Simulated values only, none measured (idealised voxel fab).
Process module under the name voxel self aligned contacts
Pictured: cross-section cut, 295 nm wide, on a grid of 5 nm square cells.
For the purposes of this document, a cross-section shall be understood as a grid of square cells, specified as bands listed in top-to-bottom order, each band consisting of one or more rows of cells.
Within each band entry, the heights of the top and of the bottom of the band appear first, in that order and in nm; the materials of the band then follow from left to right, each with its corresponding width in nm. The designation "all across" on a single material indicates that it fills the band from edge to edge; the designation "air" indicates empty space.
The reference from which all heights are counted is 0, the level beneath which the as-received wafer is entirely one material; the lowest band, having no lower bound, proceeds downward and is written after the example "0 down".
Width: "30..40" (first number = top row, second number = bottom row, same change from row to row of cells).
"remained unchanged" (step): cross-section cells unchanged, all of them.
Empty spaces counting at least 8 cells and having no open way to the top are listed in "Entrapped void list". The notation width x height at distance is used for each, the distance being from the left edge and all three values in nm.
It should be noted that, on the line of a given step, the content following the step's settings is a remark produced by the simulator itself with respect to that step.
"overlay nm" answers the question of how far to the right of plan the mask lay on a step that has a mask, and when it is negative the answer is to the left.
**The planned process steps are enumerated hereunder**
1 RECEIVE: material Si
2 OXIDIZE: depth nm 5
3 DIRECTIONAL_DEP: material polySi, thk nm 30
4 DIRECTIONAL_DEP: material SiN, thk nm 20
5 DIRECTIONAL_DEP: material aC, thk nm 10
6 PATTERN: tone cover, mask id GATE, material resist, width nm 25, pitch nm 50, thk nm 25, overlay nm 0
7 DIRECTIONAL_ETCH: etch materials aC, depth nm 10
8 STRIP: etch materials resist
9 DIRECTIONAL_ETCH: etch materials SiN, depth nm 20
10 DIRECTIONAL_ETCH: etch materials polySi, depth nm 30
11 STRIP: etch materials aC
12 CONFORMAL_DEP: material SiN, thk nm 5
13 DIRECTIONAL_ETCH: etch materials SiN, depth nm 5
14 FILL_DEP: material SiO2, thk nm 15
15 CMP: height nm 60
16 DIRECTIONAL_DEP: material aC, thk nm 15
17 PATTERN: tone open, mask id CONTACT, material resist, width nm 35, pitch nm 50, thk nm 30, overlay nm 0
18 DIRECTIONAL_ETCH: etch materials aC, depth nm 15
19 STRIP: etch materials resist
20 DIRECTIONAL_ETCH: etch materials SiO2, depth nm 65
21 STRIP: etch materials aC
22 CONFORMAL_DEP: material TiN, thk nm 5
23 FILL_DEP: material Ru, thk nm 5
24 CMP: height nm 60
25 CONFORMAL_DEP: material SiN, thk nm 5
**The first of two wafers, run as planned**
**Cross-section, incoming material, after step 1**
0 down | Si all across
Entrapped void list: none
**Take a look at the wafer's cross-section after step 2**
0 to -5 | SiO2 all across
Below -5, no change.
**Take a look at the wafer's cross-section after step 3**
30 to 0 | polySi all across
Below 0, no change.
**Take a look at the wafer's cross-section after step 4**
50 to 30 | SiN all across
Below 30, no change.
**Take a look at the wafer's cross-section after step 5**
60 to 50 | aC all across
Below 50, no change.
**Take a look at the wafer's cross-section after step 6**
85 to 60 | air 85, resist 25, air 25, resist 25, air 25, resist 25, air 85
Below 60, no change.
**Take a look at the wafer's cross-section after step 7**
75 to 60 | air 85, resist 25, air 25, resist 25, air 25, resist 25, air 85
60 to 50 | air 85, aC 25, air 25, aC 25, air 25, aC 25, air 85
Below 50, no change.
**Take a look at the wafer's cross-section after step 8**
60 to 50 | air 85, aC 25, air 25, aC 25, air 25, aC 25, air 85
Below 50, no change.
**Take a look at the wafer's cross-section after step 9**
60 to 50 | air 85, aC 25, air 25, aC 25, air 25, aC 25, air 85
50 to 30 | air 85, SiN 25, air 25, SiN 25, air 25, SiN 25, air 85
Below 30, no change.
**Take a look at the wafer's cross-section after step 10**
60 to 50 | air 85, aC 25, air 25, aC 25, air 25, aC 25, air 85
50 to 30 | air 85, SiN 25, air 25, SiN 25, air 25, SiN 25, air 85
30 to 0 | air 85, polySi 25, air 25, polySi 25, air 25, polySi 25, air 85
Below 0, no change.
**Take a look at the wafer's cross-section after step 11**
50 to 30 | air 85, SiN 25, air 25, SiN 25, air 25, SiN 25, air 85
Below 30, no change.
**Take a look at the wafer's cross-section after step 12**
55 to 30 | air 80, SiN 35, air 15, SiN 35, air 15, SiN 35, air 80
30 to 5 | air 80, SiN 5, polySi 25, SiN 5, air 15, SiN 5, polySi 25, SiN 5, air 15, SiN 5, polySi 25, SiN 5, air 80
5 to 0 | SiN 85, polySi 25, SiN 25, polySi 25, SiN 25, polySi 25, SiN 85
Below 0, no change.
**Take a look at the wafer's cross-section after step 13**
50 to 30 | air 80, SiN 35, air 15, SiN 35, air 15, SiN 35, air 80
30 to 0 | air 80, SiN 5, polySi 25, SiN 5, air 15, SiN 5, polySi 25, SiN 5, air 15, SiN 5, polySi 25, SiN 5, air 80
Below 0, no change.
**Take a look at the wafer's cross-section after step 14**
65 to 50 | SiO2 all across
50 to 30 | SiO2 80, SiN 35, SiO2 15, SiN 35, SiO2 15, SiN 35, SiO2 80
30 to 0 | SiO2 80, SiN 5, polySi 25, SiN 5, SiO2 15, SiN 5, polySi 25, SiN 5, SiO2 15, SiN 5, polySi 25, SiN 5, SiO2 80
Below 0, no change.
**Take a look at the wafer's cross-section after step 15**
60 to 50 | SiO2 all across
Below 50, no change.
**Take a look at the wafer's cross-section after step 16**
75 to 60 | aC all across
Below 60, no change.
**Take a look at the wafer's cross-section after step 17**
105 to 75 | resist 105, air 35, resist 15, air 35, resist 105
Below 75, no change.
**Take a look at the wafer's cross-section after step 18**
90 to 75 | resist 105, air 35, resist 15, air 35, resist 105
75 to 60 | aC 105, air 35, aC 15, air 35, aC 105
Below 60, no change.
**Take a look at the wafer's cross-section after step 19**
75 to 60 | aC 105, air 35, aC 15, air 35, aC 105
Below 60, no change.
**Take a look at the wafer's cross-section after step 20**
75 to 60 | aC 105, air 35, aC 15, air 35, aC 105
60 to 50 | SiO2 105, air 35, SiO2 15, air 35, SiO2 105
50 to 30 | SiO2 80, SiN 35, air 15, SiN 35, air 15, SiN 35, SiO2 80
30 to 0 | SiO2 80, SiN 5, polySi 25, SiN 5, air 15, SiN 5, polySi 25, SiN 5, air 15, SiN 5, polySi 25, SiN 5, SiO2 80
0 to -5 | SiO2 115, air 15, SiO2 35, air 15, SiO2 115
Below -5, no change.
**Take a look at the wafer's cross-section after step 21**
60 to 50 | SiO2 105, air 35, SiO2 15, air 35, SiO2 105
Below 50, no change.
**Take a look at the wafer's cross-section after step 22**
65 to 60 | TiN 110, air 25, TiN 25, air 25, TiN 110
60 to 50 | SiO2 105, TiN 5..15, air 25..5, TiN 5..15, SiO2 15, TiN 5..15, air 25..5, TiN 5..15, SiO2 105
50 to 30 | SiO2 80, SiN 35, TiN 5, air 5, TiN 5, SiN 35, TiN 5, air 5, TiN 5, SiN 35, SiO2 80
30 to 0 | SiO2 80, SiN 5, polySi 25, SiN 5, TiN 5, air 5, TiN 5, SiN 5, polySi 25, SiN 5, TiN 5, air 5, TiN 5, SiN 5, polySi 25, SiN 5, SiO2 80
0 to -5 | SiO2 115, TiN 15, SiO2 35, TiN 15, SiO2 115
Below -5, no change.
**Take a look at the wafer's cross-section after step 23**
70 to 65 | Ru all across
65 to 60 | TiN 110, Ru 25, TiN 25, Ru 25, TiN 110
60 to 50 | SiO2 105, TiN 5..15, Ru 25..5, TiN 5..15, SiO2 15, TiN 5..15, Ru 25..5, TiN 5..15, SiO2 105
50 to 30 | SiO2 80, SiN 35, TiN 5, Ru 5, TiN 5, SiN 35, TiN 5, Ru 5, TiN 5, SiN 35, SiO2 80
30 to 0 | SiO2 80, SiN 5, polySi 25, SiN 5, TiN 5, Ru 5, TiN 5, SiN 5, polySi 25, SiN 5, TiN 5, Ru 5, TiN 5, SiN 5, polySi 25, SiN 5, SiO2 80
Below 0, no change.
**Take a look at the wafer's cross-section after step 24**
60 to 50 | SiO2 105, TiN 5..15, Ru 25..5, TiN 5..15, SiO2 15, TiN 5..15, Ru 25..5, TiN 5..15, SiO2 105
Below 50, no change.
**Take a look at the wafer's cross-section after step 25**
65 to 60 | SiN all across
Below 60, no change.
**Second wafer, same starting state and plan as the first, one mistake in the run, identical through step 5**
**Second wafer cross-section, taken as of the time the plan sets for step 6 to be done**
85 to 60 | air 80, resist 35, air 15, resist 35, air 15, resist 35, air 80
Below 60, no change.
**Second wafer cross-section, taken as of the time the plan sets for step 7 to be done**
75 to 60 | air 80, resist 35, air 15, resist 35, air 15, resist 35, air 80
60 to 50 | air 80, aC 35, air 15, aC 35, air 15, aC 35, air 80
Below 50, no change.
**Second wafer cross-section, taken as of the time the plan sets for step 8 to be done**
60 to 50 | air 80, aC 35, air 15, aC 35, air 15, aC 35, air 80
Below 50, no change.
**Second wafer cross-section, taken as of the time the plan sets for step 9 to be done**
60 to 50 | air 80, aC 35, air 15, aC 35, air 15, aC 35, air 80
50 to 30 | air 80, SiN 35, air 15, SiN 35, air 15, SiN 35, air 80
Below 30, no change.
**Second wafer cross-section, taken as of the time the plan sets for step 10 to be done**
60 to 50 | air 80, aC 35, air 15, aC 35, air 15, aC 35, air 80
50 to 30 | air 80, SiN 35, air 15, SiN 35, air 15, SiN 35, air 80
30 to 0 | air 80, polySi 35, air 15, polySi 35, air 15, polySi 35, air 80
Below 0, no change.
**Second wafer cross-section, taken as of the time the plan sets for step 11 to be done**
50 to 30 | air 80, SiN 35, air 15, SiN 35, air 15, SiN 35, air 80
Below 30, no change.
**Second wafer cross-section, taken as of the time the plan sets for step 12 to be done**
55 to 30 | air 75, SiN 45, air 5, SiN 45, air 5, SiN 45, air 75
30 to 5 | air 75, SiN 5, polySi 35, SiN 5, air 5, SiN 5, polySi 35, SiN 5, air 5, SiN 5, polySi 35, SiN 5, air 75
5 to 0 | SiN 80, polySi 35, SiN 15, polySi 35, SiN 15, polySi 35, SiN 80
Below 0, no change.
**Second wafer cross-section, taken as of the time the plan sets for step 13 to be done**
50 to 30 | air 75, SiN 45, air 5, SiN 45, air 5, SiN 45, air 75
30 to 0 | air 75, SiN 5, polySi 35, SiN 5, air 5, SiN 5, polySi 35, SiN 5, air 5, SiN 5, polySi 35, SiN 5, air 75
Below 0, no change.
**Second wafer cross-section, taken as of the time the plan sets for step 14 to be done**
65 to 50 | SiO2 all across
50 to 30 | SiO2 75, SiN 45, SiO2 5, SiN 45, SiO2 5, SiN 45, SiO2 75
30 to 0 | SiO2 75, SiN 5, polySi 35, SiN 5, SiO2 5, SiN 5, polySi 35, SiN 5, SiO2 5, SiN 5, polySi 35, SiN 5, SiO2 75
Below 0, no change.
**Second wafer cross-section, taken as of the time the plan sets for step 15 to be done**
60 to 50 | SiO2 all across
Below 50, no change.
**Second wafer cross-section, taken as of the time the plan sets for step 16 to be done**
75 to 60 | aC all across
Below 60, no change.
**Second wafer cross-section, taken as of the time the plan sets for step 17 to be done**
105 to 75 | resist 105, air 35, resist 15, air 35, resist 105
Below 75, no change.
**Second wafer cross-section, taken as of the time the plan sets for step 18 to be done**
90 to 75 | resist 105, air 35, resist 15, air 35, resist 105
75 to 60 | aC 105, air 35, aC 15, air 35, aC 105
Below 60, no change.
**Second wafer cross-section, taken as of the time the plan sets for step 19 to be done**
75 to 60 | aC 105, air 35, aC 15, air 35, aC 105
Below 60, no change.
**Second wafer cross-section, taken as of the time the plan sets for step 20 to be done**
75 to 60 | aC 105, air 35, aC 15, air 35, aC 105
60 to 50 | SiO2 105, air 35, SiO2 15, air 35, SiO2 105
50 to 30 | SiO2 75, SiN 45, air 5, SiN 45, air 5, SiN 45, SiO2 75
30 to 0 | SiO2 75, SiN 5, polySi 35, SiN 5, air 5, SiN 5, polySi 35, SiN 5, air 5, SiN 5, polySi 35, SiN 5, SiO2 75
0 to -5 | SiO2 120, air 5, SiO2 45, air 5, SiO2 120
Below -5, no change.
**Second wafer cross-section, taken as of the time the plan sets for step 21 to be done**
60 to 50 | SiO2 105, air 35, SiO2 15, air 35, SiO2 105
Below 50, no change.
**Second wafer cross-section, taken as of the time the plan sets for step 22 to be done**
65 to 60 | TiN 110, air 25, TiN 25, air 25, TiN 110
60 to 55 | SiO2 105, TiN 5, air 25, TiN 5, SiO2 15, TiN 5, air 25, TiN 5, SiO2 105
55 to 50 | SiO2 105, TiN 35, SiO2 15, TiN 35, SiO2 105
50 to 30 | SiO2 75, SiN 45, TiN 5, SiN 45, TiN 5, SiN 45, SiO2 75
30 to 0 | SiO2 75, SiN 5, polySi 35, SiN 5, TiN 5, SiN 5, polySi 35, SiN 5, TiN 5, SiN 5, polySi 35, SiN 5, SiO2 75
0 to -5 | SiO2 120, TiN 5, SiO2 45, TiN 5, SiO2 120
Below -5, no change.
**Second wafer cross-section, taken as of the time the plan sets for step 23 to be done**
70 to 65 | Ru all across
65 to 60 | TiN 110, Ru 25, TiN 25, Ru 25, TiN 110
60 to 55 | SiO2 105, TiN 5, Ru 25, TiN 5, SiO2 15, TiN 5, Ru 25, TiN 5, SiO2 105
Below 55, no change.
**Second wafer cross-section, taken as of the time the plan sets for step 24 to be done**
60 to 55 | SiO2 105, TiN 5, Ru 25, TiN 5, SiO2 15, TiN 5, Ru 25, TiN 5, SiO2 105
Below 55, no change.
**Second wafer cross-section, taken as of the time the plan sets for step 25 to be done**
65 to 60 | SiN all across
Below 60, no change.
Which mistake was made when the wafer was run? step 6 did not happen as planned, as run it was PATTERN: tone cover, mask id GATE, material resist, width nm 35, pitch nm 50, thk nm 25, overlay nm 0
The second wafer ends with more or fewer cells of some materials than the first, per final count: -22 Ru | +24 SiN | -16 SiO2 | -22 TiN | +36 polySi
